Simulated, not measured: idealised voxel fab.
process module | voxel gate over fins
cross-section cut | 230 nm wide | cells 5 nm
A cross-section is a grid of square cells, given in bands from the top down. A band is one or more rows of cells.
Each band's line starts with the height of the band's top and of its bottom, in nm. Then come its materials from left to right, each with its width in nm. One material with "throughout" fills the band from edge to edge. "air" is empty space.
Height 0 is the level under which the wafer as received is all one material. The lowest band goes on downwards, as in "0 down".
A width such as "30 to 40" changes by the same amount from each row of cells to the next, from the band's top row to its bottom row.
"no change" after a step means that no cell of the cross-section changed.
closed voids: empty space of 8 cells or more with no open way to the top, each as width x height at its distance from the left edge, in nm
after a step's settings: what the simulator itself notes on the step
overlay nm, on a step with a mask: how far to the right of its planned place the mask lay; to the left if negative
plan
1 op RECEIVE | material Si
2 op CONFORMAL_DEP | material SiN | thk nm 10
3 op PATTERN | tone cover | mask id FINS | material resist | width nm 15 | pitch nm 50 | thk nm 15 | overlay nm 0
4 op DIRECTIONAL_ETCH | etch materials SiN | depth nm 10
5 op DIRECTIONAL_ETCH | etch materials Si | depth nm 35
6 op STRIP | etch materials resist
7 op OXIDIZE | depth nm 5
8 op FILL_DEP | material SiO2 | thk nm 5
9 op CMP | height nm 10
10 op DIRECTIONAL_DEP | material aC | thk nm 10
11 op PATTERN | tone open | mask id RAIL | material resist | width nm 15 | thk nm 30 | overlay nm 0
12 op DIRECTIONAL_ETCH | etch materials aC | depth nm 10
13 op STRIP | etch materials resist
14 op DIRECTIONAL_ETCH | etch materials SiO2 | depth nm 40
15 op STRIP | etch materials aC
16 op CONFORMAL_DEP | material TiN | thk nm 5
17 op FILL_DEP | material W | thk nm 10
18 op CMP | height nm 10
19 op SELECTIVE_ETCH | etch materials W Ru TiN | depth nm 25
20 op FILL_DEP | material SiO2 | thk nm 5
21 op CMP | height nm 10
22 op SELECTIVE_ETCH | etch materials SiO2 | depth nm 20
23 op STRIP | etch materials SiN
24 op CONFORMAL_DEP | material HfO2 | thk nm 5
25 op CONFORMAL_DEP | material TiN | thk nm 5
26 op CONFORMAL_DEP | material TiAl | thk nm 5
27 op CONFORMAL_DEP | material TiN | thk nm 5
28 op FILL_DEP | material W | thk nm 15
29 op CMP | height nm 30
30 op CONFORMAL_DEP | material SiCN | thk nm 5
first wafer, as planned
as received, after step 1
  0 down: Si throughout
  closed voids: none
after step 2
  10 to 0: SiN throughout
  below 0: unchanged
after step 3
  25 to 10: air 55 | resist 15 | air 35 | resist 15 | air 35 | resist 15 | air 60
  below 10: unchanged
after step 4
  25 to 10: air 55 | resist 15 | air 35 | resist 15 | air 35 | resist 15 | air 60
  10 to 0: air 55 | SiN 15 | air 35 | SiN 15 | air 35 | SiN 15 | air 60
  below 0: unchanged
after step 5
  25 to 10: air 55 | resist 15 | air 35 | resist 15 | air 35 | resist 15 | air 60
  10 to 0: air 55 | SiN 15 | air 35 | SiN 15 | air 35 | SiN 15 | air 60
  0 to -35: air 55 | Si 15 | air 35 | Si 15 | air 35 | Si 15 | air 60
  below -35: unchanged
after step 6
  10 to 0: air 55 | SiN 15 | air 35 | SiN 15 | air 35 | SiN 15 | air 60
  below 0: unchanged
after step 7
  10 to 0: air 55 | SiN 15 | air 35 | SiN 15 | air 35 | SiN 15 | air 60
  0 to -35: air 55 | SiO2 5 | Si 5 | SiO2 5 | air 35 | SiO2 5 | Si 5 | SiO2 5 | air 35 | SiO2 5 | Si 5 | SiO2 5 | air 60
  -35 to -40: SiO2 60 | Si 5 | SiO2 45 | Si 5 | SiO2 45 | Si 5 | SiO2 65
  below -40: unchanged
after step 8
  15 to 10: SiO2 throughout
  10 to 0: SiO2 55 | SiN 15 | SiO2 35 | SiN 15 | SiO2 35 | SiN 15 | SiO2 60
  0 to -40: SiO2 60 | Si 5 | SiO2 45 | Si 5 | SiO2 45 | Si 5 | SiO2 65
  below -40: unchanged
after step 9
  10 to 0: SiO2 55 | SiN 15 | SiO2 35 | SiN 15 | SiO2 35 | SiN 15 | SiO2 60
  below 0: unchanged
after step 10
  20 to 10: aC throughout
  below 10: unchanged
after step 11
  50 to 20: resist 80 | air 15 | resist 135
  below 20: unchanged
after step 12
  40 to 20: resist 80 | air 15 | resist 135
  20 to 10: aC 80 | air 15 | aC 135
  below 10: unchanged
after step 13
  20 to 10: aC 80 | air 15 | aC 135
  below 10: unchanged
after step 14
  20 to 10: aC 80 | air 15 | aC 135
  10 to 0: SiO2 55 | SiN 15 | SiO2 10 | air 15 | SiO2 10 | SiN 15 | SiO2 35 | SiN 15 | SiO2 60
  0 to -30: SiO2 60 | Si 5 | SiO2 15 | air 15 | SiO2 15 | Si 5 | SiO2 45 | Si 5 | SiO2 65
  below -30: unchanged
after step 15
  10 to 0: SiO2 55 | SiN 15 | SiO2 10 | air 15 | SiO2 10 | SiN 15 | SiO2 35 | SiN 15 | SiO2 60
  below 0: unchanged
after step 16
  15 to 10: TiN 85 | air 5 | TiN 140
  10 to 0: SiO2 55 | SiN 15 | SiO2 10 | TiN 5 | air 5 | TiN 5 | SiO2 10 | SiN 15 | SiO2 35 | SiN 15 | SiO2 60
  0 to -25: SiO2 60 | Si 5 | SiO2 15 | TiN 5 | air 5 | TiN 5 | SiO2 15 | Si 5 | SiO2 45 | Si 5 | SiO2 65
  -25 to -30: SiO2 60 | Si 5 | SiO2 15 | TiN 15 | SiO2 15 | Si 5 | SiO2 45 | Si 5 | SiO2 65
  below -30: unchanged
after step 17
  25 to 15: W throughout
  15 to 10: TiN 85 | W 5 | TiN 140
  10 to 0: SiO2 55 | SiN 15 | SiO2 10 | TiN 5 | W 5 | TiN 5 | SiO2 10 | SiN 15 | SiO2 35 | SiN 15 | SiO2 60
  0 to -25: SiO2 60 | Si 5 | SiO2 15 | TiN 5 | W 5 | TiN 5 | SiO2 15 | Si 5 | SiO2 45 | Si 5 | SiO2 65
  below -25: unchanged
after step 18
  10 to 0: SiO2 55 | SiN 15 | SiO2 10 | TiN 5 | W 5 | TiN 5 | SiO2 10 | SiN 15 | SiO2 35 | SiN 15 | SiO2 60
  below 0: unchanged
after step 19
  10 to 0: SiO2 55 | SiN 15 | SiO2 10 | air 15 | SiO2 10 | SiN 15 | SiO2 35 | SiN 15 | SiO2 60
  0 to -15: SiO2 60 | Si 5 | SiO2 15 | air 15 | SiO2 15 | Si 5 | SiO2 45 | Si 5 | SiO2 65
  below -15: unchanged
after step 20
  15 to 10: SiO2 throughout
  10 to 0: SiO2 55 | SiN 15 | SiO2 35 | SiN 15 | SiO2 35 | SiN 15 | SiO2 60
  0 to -15: SiO2 60 | Si 5 | SiO2 45 | Si 5 | SiO2 45 | Si 5 | SiO2 65
  below -15: unchanged
after step 21
  10 to 0: SiO2 55 | SiN 15 | SiO2 35 | SiN 15 | SiO2 35 | SiN 15 | SiO2 60
  below 0: unchanged
after step 22
  10 to 0: air 55 | SiN 15 | air 35 | SiN 15 | air 35 | SiN 15 | air 60
  0 to -10: air 60 | Si 5 | air 45 | Si 5 | air 45 | Si 5 | air 65
  below -10: unchanged
after step 23
  0 to -10: air 60 | Si 5 | air 45 | Si 5 | air 45 | Si 5 | air 65
  below -10: unchanged
after step 24
  5 to 0: air 55 | HfO2 15 | air 35 | HfO2 15 | air 35 | HfO2 15 | air 60
  0 to -5: air 55 | HfO2 5 | Si 5 | HfO2 5 | air 35 | HfO2 5 | Si 5 | HfO2 5 | air 35 | HfO2 5 | Si 5 | HfO2 5 | air 60
  -5 to -10: HfO2 60 | Si 5 | HfO2 45 | Si 5 | HfO2 45 | Si 5 | HfO2 65
  below -10: unchanged
after step 25
  10 to 5: air 50 | TiN 25 | air 25 | TiN 25 | air 25 | TiN 25 | air 55
  5 to 0: air 50 | TiN 5 | HfO2 15 | TiN 5 | air 25 | TiN 5 | HfO2 15 | TiN 5 | air 25 | TiN 5 | HfO2 15 | TiN 5 | air 55
  0 to -5: TiN 55 | HfO2 5 | Si 5 | HfO2 5 | TiN 35 | HfO2 5 | Si 5 | HfO2 5 | TiN 35 | HfO2 5 | Si 5 | HfO2 5 | TiN 60
  below -5: unchanged
after step 26
  15 to 10: air 45 | TiAl 35 | air 15 | TiAl 35 | air 15 | TiAl 35 | air 50
  10 to 5: air 45 | TiAl 5 | TiN 25 | TiAl 5 | air 15 | TiAl 5 | TiN 25 | TiAl 5 | air 15 | TiAl 5 | TiN 25 | TiAl 5 | air 50
  5 to 0: TiAl 50 | TiN 5 | HfO2 15 | TiN 5 | TiAl 25 | TiN 5 | HfO2 15 | TiN 5 | TiAl 25 | TiN 5 | HfO2 15 | TiN 5 | TiAl 55
  below 0: unchanged
after step 27
  20 to 15: air 40 | TiN 45 | air 5 | TiN 45 | air 5 | TiN 45 | air 45
  15 to 10: air 40 | TiN 5 | TiAl 35 | TiN 5 | air 5 | TiN 5 | TiAl 35 | TiN 5 | air 5 | TiN 5 | TiAl 35 | TiN 5 | air 45
  10 to 5: TiN 45 | TiAl 5 | TiN 25 | TiAl 5 | TiN 15 | TiAl 5 | TiN 25 | TiAl 5 | TiN 15 | TiAl 5 | TiN 25 | TiAl 5 | TiN 50
  below 5: unchanged
after step 28
  35 to 20: W throughout
  20 to 15: W 40 | TiN 45 | W 5 | TiN 45 | W 5 | TiN 45 | W 45
  15 to 10: W 40 | TiN 5 | TiAl 35 | TiN 5 | W 5 | TiN 5 | TiAl 35 | TiN 5 | W 5 | TiN 5 | TiAl 35 | TiN 5 | W 45
  below 10: unchanged
after step 29
  30 to 20: W throughout
  below 20: unchanged
after step 30
  35 to 30: SiCN throughout
  below 30: unchanged
second wafer: like start, like plan, one mistake. Through step 24 it matches the first wafer
when step 25 should have ended
  10 to 5: air 50 | TiAl 25 | air 25 | TiAl 25 | air 25 | TiAl 25 | air 55
  5 to 0: air 50 | TiAl 5 | HfO2 15 | TiAl 5 | air 25 | TiAl 5 | HfO2 15 | TiAl 5 | air 25 | TiAl 5 | HfO2 15 | TiAl 5 | air 55
  0 to -5: TiAl 55 | HfO2 5 | Si 5 | HfO2 5 | TiAl 35 | HfO2 5 | Si 5 | HfO2 5 | TiAl 35 | HfO2 5 | Si 5 | HfO2 5 | TiAl 60
  below -5: unchanged
when step 26 should have ended
  15 to 10: air 45 | TiN 35 | air 15 | TiN 35 | air 15 | TiN 35 | air 50
  10 to 5: air 45 | TiN 5 | TiAl 25 | TiN 5 | air 15 | TiN 5 | TiAl 25 | TiN 5 | air 15 | TiN 5 | TiAl 25 | TiN 5 | air 50
  5 to 0: TiN 50 | TiAl 5 | HfO2 15 | TiAl 5 | TiN 25 | TiAl 5 | HfO2 15 | TiAl 5 | TiN 25 | TiAl 5 | HfO2 15 | TiAl 5 | TiN 55
  below 0: unchanged
when step 27 should have ended
  20 to 10: air 40 | TiN 45 | air 5 | TiN 45 | air 5 | TiN 45 | air 45
  10 to 5: TiN 50 | TiAl 25 | TiN 25 | TiAl 25 | TiN 25 | TiAl 25 | TiN 55
  below 5: unchanged
when step 28 should have ended
  35 to 20: W throughout
  20 to 10: W 40 | TiN 45 | W 5 | TiN 45 | W 5 | TiN 45 | W 45
  below 10: unchanged
when step 29 should have ended
  30 to 20: W throughout
  below 20: unchanged
when step 30 should have ended
  35 to 30: SiCN throughout
  below 30: unchanged
what went wrong: steps 25 and 26 were swapped
at the end the second wafer has, in cells: as many of each material as the first, in other places
